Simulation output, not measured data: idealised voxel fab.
process module | voxel air gaps
cross-section cut | 245 nm wide | cells 5 nm
A cross-section is a grid of square cells, given in bands from the top down. A band is one or more rows of cells.
Each band's line starts with the height of the band's top and of its bottom, in nm. Then come its materials from left to right, each with its width in nm. One material with "throughout" fills the band from edge to edge. "air" is empty space.
Height 0 is the level under which the wafer as received is all one material. The lowest band goes on downwards, as in "0 down".
A width such as "30 to 40" changes by the same amount from each row of cells to the next, from the band's top row to its bottom row.
"no change" after a step means that no cell of the cross-section changed.
closed voids: empty space of 8 cells or more with no open way to the top, each as width x height at its distance from the left edge, in nm
after a step's settings: what the simulator itself notes on the step
overlay nm, on a step with a mask: how far to the right of its planned place the mask lay; to the left if negative
plan
1 op RECEIVE | material Si
2 op CONFORMAL_DEP | material SiO2 | thk nm 15
3 op CONFORMAL_DEP | material SiN | thk nm 5
4 op DIRECTIONAL_DEP | material lowk | thk nm 30
5 op DIRECTIONAL_DEP | material aC | thk nm 15
6 op PATTERN | tone open | mask id LINES | material resist | width nm 25 | pitch nm 55 | thk nm 30 | overlay nm 0
7 op DIRECTIONAL_ETCH | etch materials aC | depth nm 15
8 op STRIP | etch materials resist
9 op DIRECTIONAL_ETCH | etch materials lowk | depth nm 30
10 op STRIP | etch materials aC
11 op CONFORMAL_DEP | material TiN | thk nm 5
12 op FILL_DEP | material W | thk nm 10
13 op CMP | height nm 50
14 op EPI | material Ru | thk nm 10
15 op SELECTIVE_ETCH | etch materials lowk | depth nm 40
16 op CONFORMAL_DEP | material SiN | thk nm 5
as received, after step 1
  0 down: Si throughout
  closed voids: none
a wafer at the end: this start, this plan, one mistake
  60 to 55: air 45 | SiN 45 | air 10 | SiN 45 | air 10 | SiN 45 | air 45
  55 to 50: air 45 | SiN 5 | Ru 35 | SiN 5 | air 10 | SiN 5 | Ru 35 | SiN 5 | air 10 | SiN 5 | Ru 35 | SiN 5 | air 45
  50 to 45: air 45 | SiN 10 | TiN 5 | W 15 | TiN 5 | SiN 10 | air 10 | SiN 10 | TiN 5 | W 15 | TiN 5 | SiN 10 | air 10 | SiN 10 | TiN 5 | W 15 | TiN 5 | SiN 10 | air 45
  45 to 25: air 50 | SiN 5 | TiN 5 | W 15 | TiN 5 | SiN 5 | air 20 | SiN 5 | TiN 5 | W 15 | TiN 5 | SiN 5 | air 20 | SiN 5 | TiN 5 | W 15 | TiN 5 | SiN 5 | air 50
  25 to 20: SiN 55 | TiN 25 | SiN 30 | TiN 25 | SiN 30 | TiN 25 | SiN 55
  20 to 15: SiN throughout
  15 to 0: SiO2 throughout
  0 down: Si throughout
  closed voids: none
what went wrong: step 14 ran as: op EPI | material Ru | thk nm 5
